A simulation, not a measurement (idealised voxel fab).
The process module that follows is named voxel gate over fins.
Square cells of 5 nm make up the cross-section cut, whose width is 145 nm.
Cross-sections here: square-cell grids, written as top-down lists of bands, a band being one or more rows of cells. Top, bottom (nm), then materials left to right with widths (nm); lone material tagged "edge to edge" fills the whole band edge to edge; "blank" = empty space. Heads up on the height convention: 0 is the point under which the incoming wafer is all one material, and the lowest band has no bottom, it just keeps going down, like "0 and below". Top row gets the first number, bottom row gets the second, and each row in between changes by the same step: that is how a band width like "30 to 40" works. It should be understood that the words "changes: none", when stated for a given step, signify that the cross-section underwent no change in any of its cells during that step. Entry "Closed void entries". Content: empty spaces with no open connection to the top, size 8 cells or greater. Each: width x height at distance. Distance: from left edge. Unit: nm. Anything after a step's settings on that line? It's the simulator's own note about the step. On any step carrying a mask, the "overlay nm" setting, if present on the step's line, tells how far right of its planned place the mask lay; negative values point to the left.

## Process steps (planned)
1: RECEIVE with material Si
2: CONFORMAL_DEP with material SiN, thk nm 10
3: MASKED_ETCH with tone cover, mask id FINS, width nm 15, pitch nm 45, etch materials SiN, depth nm 10, overlay nm 0
4: MASKED_ETCH with tone cover, mask id FINS, width nm 15, pitch nm 45, etch materials Si, depth nm 35, overlay nm 0
5: OXIDIZE with depth nm 5
6: FILL_DEP with material SiO2, thk nm 10
7: CMP with height nm 10
8: SELECTIVE_ETCH with etch materials SiO2, depth nm 25
9: STRIP with etch materials SiN
10: CONFORMAL_DEP with material HfO2, thk nm 5
11: CONFORMAL_DEP with material TiN, thk nm 5
12: CONFORMAL_DEP with material TiAl, thk nm 5
13: CONFORMAL_DEP with material TiN, thk nm 5
14: FILL_DEP with material W, thk nm 10
15: CMP with height nm 25
16: CONFORMAL_DEP with material SiCN, thk nm 10

## Received-state cross-section, reflecting completion of step 1
> 0 and below: Si edge to edge
> Closed void entries: none

## Post-module cross-section of the first of two wafers (run per plan)
> 35 down to 25: SiCN edge to edge
> 25 down to 20: W edge to edge
> 20 down to 15: W: 5  TiN: 135  W: 5
> 15 down to 10: W: 5  TiN: 5  TiAl: 35  TiN: 10  TiAl: 35  TiN: 10  TiAl: 35  TiN: 5  W: 5
> 10 down to 5: W: 5  TiN: 5  TiAl: 5  TiN: 25  TiAl: 5  TiN: 10  TiAl: 5  TiN: 25  TiAl: 5  TiN: 10  TiAl: 5  TiN: 25  TiAl: 5  TiN: 5  W: 5
> 5 down to 0: TiN: 10  TiAl: 5  TiN: 5  HfO2: 15  TiN: 5  TiAl: 5  TiN: 10  TiAl: 5  TiN: 5  HfO2: 15  TiN: 5  TiAl: 5  TiN: 10  TiAl: 5  TiN: 5  HfO2: 15  TiN: 5  TiAl: 5  TiN: 10
> 0 down to -5: TiAl: 15  TiN: 5  HfO2: 5  Si: 5  HfO2: 5  TiN: 5  TiAl: 20  TiN: 5  HfO2: 5  Si: 5  HfO2: 5  TiN: 5  TiAl: 20  TiN: 5  HfO2: 5  Si: 5  HfO2: 5  TiN: 5  TiAl: 15
> -5 down to -10: TiN: 20  HfO2: 5  Si: 5  HfO2: 5  TiN: 30  HfO2: 5  Si: 5  HfO2: 5  TiN: 30  HfO2: 5  Si: 5  HfO2: 5  TiN: 20
> -10 down to -15: HfO2: 25  Si: 5  HfO2: 40  Si: 5  HfO2: 40  Si: 5  HfO2: 25
> -15 down to -40: SiO2: 25  Si: 5  SiO2: 40  Si: 5  SiO2: 40  Si: 5  SiO2: 25
> -40 and below: Si edge to edge
> Closed void entries: none

## Same start, same plan as the first wafer - but one mistake in the run. Cross-section of the second of the two at the end of the module
> 35 down to 25: SiCN edge to edge
> 25 down to 15: W edge to edge
> 15 down to 5: W: 10  TiN: 35  W: 10  TiN: 35  W: 10  TiN: 35  W: 10
> 5 down to 0: W: 10  TiN: 10  HfO2: 15  TiN: 10  W: 10  TiN: 10  HfO2: 15  TiN: 10  W: 10  TiN: 10  HfO2: 15  TiN: 10  W: 10
> 0 down to -10: TiN: 20  HfO2: 5  Si: 5  HfO2: 5  TiN: 30  HfO2: 5  Si: 5  HfO2: 5  TiN: 30  HfO2: 5  Si: 5  HfO2: 5  TiN: 20
> -10 down to -15: HfO2: 25  Si: 5  HfO2: 40  Si: 5  HfO2: 40  Si: 5  HfO2: 25
> -15 down to -40: SiO2: 25  Si: 5  SiO2: 40  Si: 5  SiO2: 40  Si: 5  SiO2: 25
> -40 and below: Si edge to edge
> Closed void entries: none
The mistake made against the process plan was this: step 12 of the plan was jumped over and never run
Final comparison by cell count, materials where the second wafer has more or fewer than the first: 47 fewer of TiAl, 47 more of W
